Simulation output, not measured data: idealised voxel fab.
The name of this process module is voxel transistor to metal.
We display cut, a cross-section 150 nm in width whose square cells are each 5 nm.
Heads up, the way a cross-section reads in here is a grid of square cells, handed over as bands from the top down, with every band being one or more rows of cells. Band entry format. Leading values: height of top, height of bottom, nm. Remainder: materials in left-to-right order, each with its width in nm. Special words: "full width" on a single material, which then fills the band edge to edge; "blank", empty space. Heights from 0 (as-received wafer is one material below). Bottom band endless downward, as "from 0 down". It should be noted that a width expressed as "30..40" varies in equal increments from row to row of cells within the band, taking the value of the first number at the top row and that of the second number at the bottom row. "nothing got changed" means the step left every cell of the cross-section as it was. Look at "Enclosed voids" for the closed voids: empty spaces with no open path to the top, sized 8 cells or up. Each is width x height at distance, distance from the left edge, all nm. Text after the settings on a step's line: the simulator's own remark on that step. overlay nm: where the mask lay relative to plan, measured to the right, on steps with a mask; negatives go left.

The planned process steps are enumerated hereunder
1. RECEIVE, material Si
2. OXIDIZE, depth nm 5
3. CONFORMAL_DEP, material SiN, thk nm 10
4. MASKED_ETCH, tone cover, mask id ACTIVE, width nm 115, etch materials SiN, depth nm 10, overlay nm 0
5. MASKED_ETCH, tone cover, mask id ACTIVE, width nm 115, etch materials SiO2, depth nm 5, overlay nm 0
6. MASKED_ETCH, tone cover, mask id ACTIVE, width nm 115, etch materials Si, depth nm 25, overlay nm 0
7. OXIDIZE, depth nm 5
8. FILL_DEP, material SiO2, thk nm 10
9. CMP, height nm 10
10. SELECTIVE_ETCH, etch materials SiO2, depth nm 5
11. STRIP, etch materials SiN
12. SELECTIVE_ETCH, etch materials SiO2, depth nm 5
13. OXIDIZE, depth nm 5
14. DIRECTIONAL_DEP, material polySi, thk nm 30
15. DIRECTIONAL_DEP, material SiCN, thk nm 15
16. DIRECTIONAL_DEP, material aC, thk nm 15
17. PATTERN, tone cover, mask id GATE, material resist, width nm 25, thk nm 35, overlay nm 0
18. DIRECTIONAL_ETCH, etch materials aC, depth nm 15
19. STRIP, etch materials resist
20. DIRECTIONAL_ETCH, etch materials SiCN, depth nm 25
21. DIRECTIONAL_ETCH, etch materials polySi, depth nm 40
22. STRIP, etch materials aC
23. CONFORMAL_DEP, material SiN, thk nm 5
24. DIRECTIONAL_ETCH, etch materials SiN, depth nm 5
25. DIRECTIONAL_ETCH, etch materials SiO2, depth nm 5
26. EPI, material nSi, thk nm 5
27. FILL_DEP, material SiO2, thk nm 10
28. CMP, height nm 25
29. STRIP, etch materials polySi
30. SELECTIVE_ETCH, etch materials SiO2, depth nm 5
31. CONFORMAL_DEP, material HfO2, thk nm 5
32. CONFORMAL_DEP, material TiN, thk nm 5
33. FILL_DEP, material W, thk nm 5
34. CMP, height nm 20
35. DIRECTIONAL_DEP, material SiO2, thk nm 10
36. DIRECTIONAL_DEP, material aC, thk nm 10
37. PATTERN, tone open, mask id CONTACT, material resist, width nm 20, pitch nm 85, thk nm 25, overlay nm 0
38. DIRECTIONAL_ETCH, etch materials aC, depth nm 10
39. STRIP, etch materials resist
40. DIRECTIONAL_ETCH, etch materials SiO2, depth nm 35
41. STRIP, etch materials aC
42. CONFORMAL_DEP, material TiN, thk nm 5
43. FILL_DEP, material W, thk nm 10
44. CMP, height nm 30
45. DIRECTIONAL_DEP, material TiN, thk nm 5
46. DIRECTIONAL_DEP, material W, thk nm 15
47. DIRECTIONAL_DEP, material aC, thk nm 15
48. PATTERN, tone cover, mask id METAL_1, material resist, width nm 20, pitch nm 85, thk nm 30, overlay nm 0
49. DIRECTIONAL_ETCH, etch materials aC, depth nm 15
50. STRIP, etch materials resist
51. DIRECTIONAL_ETCH, etch materials W, depth nm 15
52. DIRECTIONAL_ETCH, etch materials TiN, depth nm 5
53. STRIP, etch materials aC
54. CONFORMAL_DEP, material SiCN, thk nm 5
55. FILL_DEP, material lowk, thk nm 10
56. CMP, height nm 50
57. CONFORMAL_DEP, material SiCN, thk nm 5
58. DIRECTIONAL_DEP, material lowk, thk nm 35
59. PATTERN, tone open, mask id METAL_2, material resist, width nm 20, pitch nm 85, thk nm 20, overlay nm 0
60. DIRECTIONAL_ETCH, etch materials lowk, depth nm 20
61. STRIP, etch materials resist
62. DIRECTIONAL_DEP, material aC, thk nm 15
63. PATTERN, tone open, mask id METAL_2_HOLES, material resist, width nm 15, pitch nm 85, thk nm 35, overlay nm 0
64. DIRECTIONAL_ETCH, etch materials aC, depth nm 15
65. STRIP, etch materials resist
66. DIRECTIONAL_ETCH, etch materials lowk, depth nm 15
67. DIRECTIONAL_ETCH, etch materials SiCN, depth nm 5
68. STRIP, etch materials aC
69. CONFORMAL_DEP, material TiN, thk nm 5
70. FILL_DEP, material Cu, thk nm 10
71. CMP, height nm 90
72. CONFORMAL_DEP, material SiCN, thk nm 5

As-received state of the wafer in cross-section, equivalent to post-step 1
> from 0 down = Si full width
> Enclosed voids: none

Starting wafer: above. Plan: above. Run: one mistake. Cross-section after the module: below
> from 95 to 90 = SiCN full width
> from 90 to 75 = lowk 20 nm  TiN 5 nm  Cu 10 nm  TiN 5 nm  lowk 65 nm  TiN 5 nm  Cu 10 nm  TiN 5 nm  lowk 25 nm
> from 75 to 70 = lowk 20 nm  TiN 5 nm  Cu 5 nm  TiN 10 nm  lowk 65 nm  TiN 5 nm  Cu 5 nm  TiN 10 nm  lowk 25 nm
> from 70 to 55 = lowk 20 nm  TiN 5 nm  Cu 5 nm  TiN 5 nm  lowk 70 nm  TiN 5 nm  Cu 5 nm  TiN 5 nm  lowk 30 nm
> from 55 to 50 = SiCN 20 nm  TiN 15 nm  SiCN 70 nm  TiN 15 nm  SiCN 30 nm
> from 50 to 35 = lowk 15 nm  SiCN 5 nm  W 20 nm  SiCN 5 nm  lowk 55 nm  SiCN 5 nm  W 20 nm  SiCN 5 nm  lowk 20 nm
> from 35 to 30 = SiCN 20 nm  TiN 20 nm  SiCN 65 nm  TiN 20 nm  SiCN 25 nm
> from 30 to 20 = SiO2 20 nm  TiN 5 nm  W 10 nm  TiN 5 nm  SiO2 65 nm  TiN 5 nm  W 10 nm  TiN 5 nm  SiO2 25 nm
> from 20 to 0 = SiO2 20 nm  TiN 5 nm  W 10 nm  TiN 5 nm  SiO2 15 nm  SiN 5 nm  HfO2 5 nm  TiN 5 nm  Cu 5 nm  TiN 5 nm  HfO2 5 nm  SiN 5 nm  SiO2 15 nm  TiN 5 nm  W 10 nm  TiN 5 nm  SiO2 25 nm
> from 0 to -5 = SiO2 10 nm  SiN 5 nm  SiO2 5 nm  TiN 20 nm  SiO2 15 nm  SiN 5 nm  HfO2 5 nm  TiN 15 nm  HfO2 5 nm  SiN 5 nm  SiO2 15 nm  TiN 20 nm  SiO2 5 nm  SiN 5 nm  SiO2 15 nm
> from -5 to -10 = SiO2 15 nm  nSi 40 nm  HfO2 35 nm  nSi 40 nm  SiO2 20 nm
> from -10 to -35 = SiO2 20 nm  Si 105 nm  SiO2 25 nm
> from -35 down = Si full width
> Enclosed voids: none
The plan and the run diverged here: step 33 was not run as planned; what actually ran was FILL_DEP, material Cu, thk nm 5
